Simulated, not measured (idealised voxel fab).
This is a process module. Its name is voxel plated lines.
The width of the displayed cross-section, cut, is 175 nm; its cells are square, with a size of 5 nm.
Heads up, the way a cross-section reads in here is a grid of square cells, handed over as bands from the top down, with every band being one or more rows of cells. Look at the band entry: it leads with the top's height and the bottom's height in nm. Then it lists the materials left to right, with a width in nm for each. The word "edge to edge" on a single material says that material fills the band edge to edge. The word "air" is empty space. Height is counted from the level 0, under which the received wafer is composed throughout of one material. The lowest of the bands is not closed at the bottom but continues downward, in the notation "0..down". The two numbers in a width such as "30->40" mark its ends across the band: the first belongs to the top row of cells, the second to the bottom row, and from each row to the next the width moves by the same amount. A step reported as "changes: none" is a step in which no cell of the cross-section changed. Closed-off voids of 8+ cells (no open route to the top) go in "Enclosed void inventory", written width x height at distance from the left edge, in nm. Whatever follows a step's settings on its line is a remark the simulator itself makes about that step. When a step includes a mask, the "overlay nm" setting on its line states how far to the right of its planned place that mask lay, and negative values state how far to the left.
**Steps planned for the process**
1. RECEIVE: material Si
2. CONFORMAL_DEP: material SiO2, thk nm 5
3. DIRECTIONAL_DEP: material TiN, thk nm 5
4. PATTERN: tone open, mask id LINES, material resist, width nm 20, pitch nm 40, thk nm 40, overlay nm -15
5. EPI: material Ru, thk nm 5
6. EPI: material Ru, thk nm 5
7. EPI: material Ru, thk nm 10
8. STRIP: etch materials resist
9. DIRECTIONAL_ETCH: etch materials TiN, depth nm 5
10. CONFORMAL_DEP: material SiN, thk nm 10
The wafers in this document start out alike and differ in the overlay nm applied at step 4; the plan shows the value used for the first wafer.
**Cross-section, first of several wafers, as delivered after step 1**
	0..down  Si edge to edge
	Enclosed void inventory: none
**Depicted here is the first of several wafers in cross-section, at module completion following the last step, step 10**
	40..30  10 of air, 120 of SiN, 45 of air
	30..15  10 of air, 10 of SiN, 20 of Ru, 20 of SiN, 20 of Ru, 20 of SiN, 20 of Ru, 10 of SiN, 45 of air
	15..10  20 of SiN, 20 of Ru, 20 of SiN, 20 of Ru, 20 of SiN, 20 of Ru, 55 of SiN
	10..5  20 of SiN, 20 of TiN, 20 of SiN, 20 of TiN, 20 of SiN, 20 of TiN, 55 of SiN
	5..0  SiO2 edge to edge
	0..down  Si edge to edge
	Enclosed void inventory: none
**Wafer cross-section (last wafer, module end)**
	40..30  40 of air, 120 of SiN, 15 of air
	30..15  40 of air, 10 of SiN, 20 of Ru, 20 of SiN, 20 of Ru, 20 of SiN, 20 of Ru, 10 of SiN, 15 of air
	15..10  50 of SiN, 20 of Ru, 20 of SiN, 20 of Ru, 20 of SiN, 20 of Ru, 25 of SiN
	10..5  50 of SiN, 20 of TiN, 20 of SiN, 20 of TiN, 20 of SiN, 20 of TiN, 25 of SiN
	5..0  SiO2 edge to edge
	0..down  Si edge to edge
	Enclosed void inventory: none
**Each row below is a wafer at the end of the module, listing for every material the number of cells it has gained (+) or lost (-) since it was received, followed by its closed voids**
overlay nm -15, +48 Ru, +130 SiN, +35 SiO2, +12 TiN, Enclosed void inventory: none
overlay nm -10, +48 Ru, +130 SiN, +35 SiO2, +12 TiN, Enclosed void inventory: none
overlay nm -5, +48 Ru, +130 SiN, +35 SiO2, +12 TiN, Enclosed void inventory: none
overlay nm 0, +48 Ru, +130 SiN, +35 SiO2, +12 TiN, Enclosed void inventory: none
overlay nm 5, +48 Ru, +130 SiN, +35 SiO2, +12 TiN, Enclosed void inventory: none
overlay nm 10, +48 Ru, +130 SiN, +35 SiO2, +12 TiN, Enclosed void inventory: none
overlay nm 15, +48 Ru, +130 SiN, +35 SiO2, +12 TiN, Enclosed void inventory: none
